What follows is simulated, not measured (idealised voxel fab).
voxel transistor to metal: a process module
It is cross-section cut that appears here, measuring 260 nm in width, its square cells being 5 nm in size.
When this document writes out a cross-section, it uses a grid of square cells and lists it as bands, beginning at the top and moving down, with a band standing for one or more rows of cells. Basically the band line says how high the top is and how high the bottom is, in nm, and then what's in it from left to right, every material with its width in nm. Empty space shows up as "empty", and if a single material carries "throughout" it runs the full band edge to edge. Measure heights from 0. That's the level where, below it, the as-received wafer is all one material. The lowest band is bottomless and extends downward; write it as in "from 0 down". Note: "30->40" means the width goes from the first number (top row of the band) to the second number (bottom row) in equal steps per row of cells. The designation "remained the same", where it is given for a processing step, indicates that no cell of the cross-section was altered in the course of that step. Under "Enclosed void entries" you'll find the enclosed gaps, the ones with no way out to the top, that are 8 cells or bigger; each reads width x height at distance, with distance counted from the left edge, everything in nm. Read whatever lies past the settings on a step's line as the simulator's own remark about the step. A step line may carry the setting "overlay nm", which, for steps involving a mask, states the distance by which the mask lay to the right of its intended position; negative values denote displacement to the left.

# List of planned process steps
| 1 | op RECEIVE | material Si |
| 2 | op CONFORMAL_DEP | material SiO2 | thk nm 5 |
| 3 | op CONFORMAL_DEP | material SiN | thk nm 15 |
| 4 | op DIRECTIONAL_DEP | material aC | thk nm 15 |
| 5 | op PATTERN | tone cover | mask id ACTIVE | material resist | width nm 100 | pitch nm 130 | thk nm 30 | overlay nm 0 |
| 6 | op DIRECTIONAL_ETCH | etch materials aC | depth nm 15 |
| 7 | op STRIP | etch materials resist |
| 8 | op DIRECTIONAL_ETCH | etch materials SiN | depth nm 15 |
| 9 | op DIRECTIONAL_ETCH | etch materials SiO2 | depth nm 5 |
| 10 | op DIRECTIONAL_ETCH | etch materials Si | depth nm 25 |
| 11 | op STRIP | etch materials aC |
| 12 | op FILL_DEP | material SiO2 | thk nm 15 |
| 13 | op CMP | height nm 20 |
| 14 | op SELECTIVE_ETCH | etch materials SiO2 | depth nm 15 |
| 15 | op STRIP | etch materials SiN |
| 16 | op SELECTIVE_ETCH | etch materials SiO2 | depth nm 5 |
| 17 | op OXIDIZE | depth nm 5 |
| 18 | op DIRECTIONAL_DEP | material polySi | thk nm 20 |
| 19 | op DIRECTIONAL_DEP | material SiCN | thk nm 15 |
| 20 | op PATTERN | tone cover | mask id GATE | material resist | width nm 20 | pitch nm 130 | thk nm 20 | overlay nm 0 |
| 21 | op DIRECTIONAL_ETCH | etch materials SiCN | depth nm 25 |
| 22 | op DIRECTIONAL_ETCH | etch materials polySi | depth nm 30 |
| 23 | op STRIP | etch materials resist |
| 24 | op CONFORMAL_DEP | material SiO2 | thk nm 5 |
| 25 | op DIRECTIONAL_ETCH | etch materials SiO2 | depth nm 5 |
| 26 | op CONFORMAL_DEP | material SiN | thk nm 10 |
| 27 | op DIRECTIONAL_ETCH | etch materials SiN | depth nm 10 |
| 28 | op DIRECTIONAL_ETCH | etch materials SiO2 | depth nm 5 |
| 29 | op DIRECTIONAL_ETCH | etch materials Si | depth nm 10 |
| 30 | op EPI | material SiGe | thk nm 15 |
| 31 | op FILL_DEP | material SiO2 | thk nm 5 |
| 32 | op CMP | height nm 35 |
| 33 | op DIRECTIONAL_DEP | material SiO2 | thk nm 10 |
| 34 | op DIRECTIONAL_DEP | material aC | thk nm 15 |
| 35 | op PATTERN | tone open | mask id CONTACT | material resist | width nm 15 | pitch nm 65 | thk nm 35 | overlay nm 0 |
| 36 | op DIRECTIONAL_ETCH | etch materials aC | depth nm 15 |
| 37 | op STRIP | etch materials resist |
| 38 | op DIRECTIONAL_ETCH | etch materials SiO2 | depth nm 35 |
| 39 | op STRIP | etch materials aC |
| 40 | op CONFORMAL_DEP | material TiN | thk nm 5 |
| 41 | op FILL_DEP | material W | thk nm 5 |
| 42 | op CMP | height nm 45 |
| 43 | op DIRECTIONAL_DEP | material TiN | thk nm 5 |
| 44 | op DIRECTIONAL_DEP | material W | thk nm 15 |
| 45 | op DIRECTIONAL_DEP | material aC | thk nm 10 |
| 46 | op PATTERN | tone cover | mask id METAL_1 | material resist | width nm 15 | pitch nm 65 | thk nm 25 | overlay nm 0 |
| 47 | op DIRECTIONAL_ETCH | etch materials aC | depth nm 10 |
| 48 | op STRIP | etch materials resist |
| 49 | op DIRECTIONAL_ETCH | etch materials W | depth nm 15 |
| 50 | op DIRECTIONAL_ETCH | etch materials TiN | depth nm 5 |
| 51 | op STRIP | etch materials aC |
| 52 | op CONFORMAL_DEP | material SiCN | thk nm 5 |
| 53 | op FILL_DEP | material lowk | thk nm 5 |
| 54 | op CMP | height nm 65 |
| 55 | op CONFORMAL_DEP | material SiCN | thk nm 5 |
| 56 | op DIRECTIONAL_DEP | material lowk | thk nm 35 |
| 57 | op DIRECTIONAL_DEP | material aC | thk nm 10 |
| 58 | op PATTERN | tone open | mask id METAL_2 | material resist | width nm 15 | pitch nm 130 | thk nm 25 | overlay nm 0 |
| 59 | op DIRECTIONAL_ETCH | etch materials aC | depth nm 10 |
| 60 | op STRIP | etch materials resist |
| 61 | op DIRECTIONAL_ETCH | etch materials lowk | depth nm 20 |
| 62 | op STRIP | etch materials aC |
| 63 | op MASKED_ETCH | tone open | mask id METAL_2_HOLES | width nm 15 | pitch nm 130 | etch materials lowk | depth nm 15 | overlay nm 0 |
| 64 | op MASKED_ETCH | tone open | mask id METAL_2_HOLES | width nm 15 | pitch nm 130 | etch materials SiCN | depth nm 5 | overlay nm 0 |
| 65 | op CONFORMAL_DEP | material TiN | thk nm 5 |
| 66 | op FILL_DEP | material Cu | thk nm 5 |
| 67 | op CMP | height nm 105 |
| 68 | op CONFORMAL_DEP | material SiN | thk nm 5 |

# So this is the incoming wafer in cross-section - it's already been through step 1
	from 0 down: Si throughout
	Enclosed void entries: none

# Post-module cross-section of the first of two wafers (run per plan)
	from 110 to 105: SiN throughout
	from 105 to 70: 25 nm lowk; 5 nm TiN; 5 nm Cu; 5 nm TiN; 115 nm lowk; 5 nm TiN; 5 nm Cu; 5 nm TiN; 90 nm lowk
	from 70 to 65: 25 nm SiCN; 15 nm TiN; 115 nm SiCN; 15 nm TiN; 90 nm SiCN
	from 65 to 50: 20 nm lowk; 5 nm SiCN; 15 nm W; 5 nm SiCN; 40 nm lowk; 5 nm SiCN; 15 nm W; 5 nm SiCN; 40 nm lowk; 5 nm SiCN; 15 nm W; 5 nm SiCN; 40 nm lowk; 5 nm SiCN; 15 nm W; 5 nm SiCN; 20 nm lowk
	from 50 to 45: 25 nm SiCN; 15 nm TiN; 50 nm SiCN; 15 nm TiN; 50 nm SiCN; 15 nm TiN; 50 nm SiCN; 15 nm TiN; 25 nm SiCN
	from 45 to 35: 25 nm SiO2; 5 nm TiN; 5 nm W; 5 nm TiN; 50 nm SiO2; 5 nm TiN; 5 nm W; 5 nm TiN; 50 nm SiO2; 5 nm TiN; 5 nm W; 5 nm TiN; 50 nm SiO2; 5 nm TiN; 5 nm W; 5 nm TiN; 25 nm SiO2
	from 35 to 20: 25 nm SiO2; 5 nm TiN; 5 nm W; 5 nm TiN; 10 nm SiN; 5 nm SiO2; 20 nm SiCN; 5 nm SiO2; 10 nm SiN; 5 nm TiN; 5 nm W; 5 nm TiN; 50 nm SiO2; 5 nm TiN; 5 nm W; 5 nm TiN; 10 nm SiN; 5 nm SiO2; 20 nm SiCN; 5 nm SiO2; 10 nm SiN; 5 nm TiN; 5 nm W; 5 nm TiN; 25 nm SiO2
	from 20 to 15: 25 nm SiO2; 5 nm TiN; 5 nm W; 5 nm TiN; 10 nm SiN; 5 nm SiO2; 20 nm polySi; 5 nm SiO2; 10 nm SiN; 5 nm TiN; 5 nm W; 5 nm TiN; 50 nm SiO2; 5 nm TiN; 5 nm W; 5 nm TiN; 10 nm SiN; 5 nm SiO2; 20 nm polySi; 5 nm SiO2; 10 nm SiN; 5 nm TiN; 5 nm W; 5 nm TiN; 25 nm SiO2
	from 15 to 10: 25 nm SiO2; 15 nm TiN; 10 nm SiN; 5 nm SiO2; 20 nm polySi; 5 nm SiO2; 10 nm SiN; 15 nm TiN; 50 nm SiO2; 15 nm TiN; 10 nm SiN; 5 nm SiO2; 20 nm polySi; 5 nm SiO2; 10 nm SiN; 15 nm TiN; 25 nm SiO2
	from 10 to 0: 25 nm SiO2; 15 nm SiGe; 10 nm SiN; 5 nm SiO2; 20 nm polySi; 5 nm SiO2; 10 nm SiN; 15 nm SiGe; 50 nm SiO2; 15 nm SiGe; 10 nm SiN; 5 nm SiO2; 20 nm polySi; 5 nm SiO2; 10 nm SiN; 15 nm SiGe; 25 nm SiO2
	from 0 to -5: 10 nm SiO2; 30 nm SiGe; 50 nm SiO2; 30 nm SiGe; 20 nm SiO2; 30 nm SiGe; 50 nm SiO2; 30 nm SiGe; 10 nm SiO2
	from -5 to -15: 15 nm SiO2; 25 nm SiGe; 50 nm Si; 25 nm SiGe; 30 nm SiO2; 25 nm SiGe; 50 nm Si; 25 nm SiGe; 15 nm SiO2
	from -15 to -25: 15 nm SiO2; 100 nm Si; 30 nm SiO2; 100 nm Si; 15 nm SiO2
	from -25 down: Si throughout
	Enclosed void entries: none

# Wafer two, sectioned after the module: the first wafer's start, the first wafer's plan, and one mistake in how it was run
	from 110 to 105: SiN throughout
	from 105 to 70: 25 nm lowk; 5 nm TiN; 5 nm Cu; 5 nm TiN; 115 nm lowk; 5 nm TiN; 5 nm Cu; 5 nm TiN; 90 nm lowk
	from 70 to 65: 25 nm SiCN; 15 nm TiN; 115 nm SiCN; 15 nm TiN; 90 nm SiCN
	from 65 to 60: 25 nm SiCN; 15 nm TiN; 50 nm SiCN; 15 nm TiN; 50 nm SiCN; 15 nm TiN; 50 nm SiCN; 15 nm TiN; 25 nm SiCN
	from 60 to 45: W throughout
	from 45 to 35: 25 nm SiO2; 5 nm TiN; 5 nm W; 5 nm TiN; 50 nm SiO2; 5 nm TiN; 5 nm W; 5 nm TiN; 50 nm SiO2; 5 nm TiN; 5 nm W; 5 nm TiN; 50 nm SiO2; 5 nm TiN; 5 nm W; 5 nm TiN; 25 nm SiO2
	from 35 to 20: 25 nm SiO2; 5 nm TiN; 5 nm W; 5 nm TiN; 10 nm SiN; 5 nm SiO2; 20 nm SiCN; 5 nm SiO2; 10 nm SiN; 5 nm TiN; 5 nm W; 5 nm TiN; 50 nm SiO2; 5 nm TiN; 5 nm W; 5 nm TiN; 10 nm SiN; 5 nm SiO2; 20 nm SiCN; 5 nm SiO2; 10 nm SiN; 5 nm TiN; 5 nm W; 5 nm TiN; 25 nm SiO2
	from 20 to 15: 25 nm SiO2; 5 nm TiN; 5 nm W; 5 nm TiN; 10 nm SiN; 5 nm SiO2; 20 nm polySi; 5 nm SiO2; 10 nm SiN; 5 nm TiN; 5 nm W; 5 nm TiN; 50 nm SiO2; 5 nm TiN; 5 nm W; 5 nm TiN; 10 nm SiN; 5 nm SiO2; 20 nm polySi; 5 nm SiO2; 10 nm SiN; 5 nm TiN; 5 nm W; 5 nm TiN; 25 nm SiO2
	from 15 to 10: 25 nm SiO2; 15 nm TiN; 10 nm SiN; 5 nm SiO2; 20 nm polySi; 5 nm SiO2; 10 nm SiN; 15 nm TiN; 50 nm SiO2; 15 nm TiN; 10 nm SiN; 5 nm SiO2; 20 nm polySi; 5 nm SiO2; 10 nm SiN; 15 nm TiN; 25 nm SiO2
	from 10 to 0: 25 nm SiO2; 15 nm SiGe; 10 nm SiN; 5 nm SiO2; 20 nm polySi; 5 nm SiO2; 10 nm SiN; 15 nm SiGe; 50 nm SiO2; 15 nm SiGe; 10 nm SiN; 5 nm SiO2; 20 nm polySi; 5 nm SiO2; 10 nm SiN; 15 nm SiGe; 25 nm SiO2
	from 0 to -5: 10 nm SiO2; 30 nm SiGe; 50 nm SiO2; 30 nm SiGe; 20 nm SiO2; 30 nm SiGe; 50 nm SiO2; 30 nm SiGe; 10 nm SiO2
	from -5 to -15: 15 nm SiO2; 25 nm SiGe; 50 nm Si; 25 nm SiGe; 30 nm SiO2; 25 nm SiGe; 50 nm Si; 25 nm SiGe; 15 nm SiO2
	from -15 to -25: 15 nm SiO2; 100 nm Si; 30 nm SiO2; 100 nm Si; 15 nm SiO2
	from -25 down: Si throughout
	Enclosed void entries: none
Finding, execution versus plan: plan steps 43 and 44 run swapped
Final difference in cells, second wafer against first, listed per material as more or fewer: 24 fewer of SiCN; 120 more of W; 96 fewer of lowk
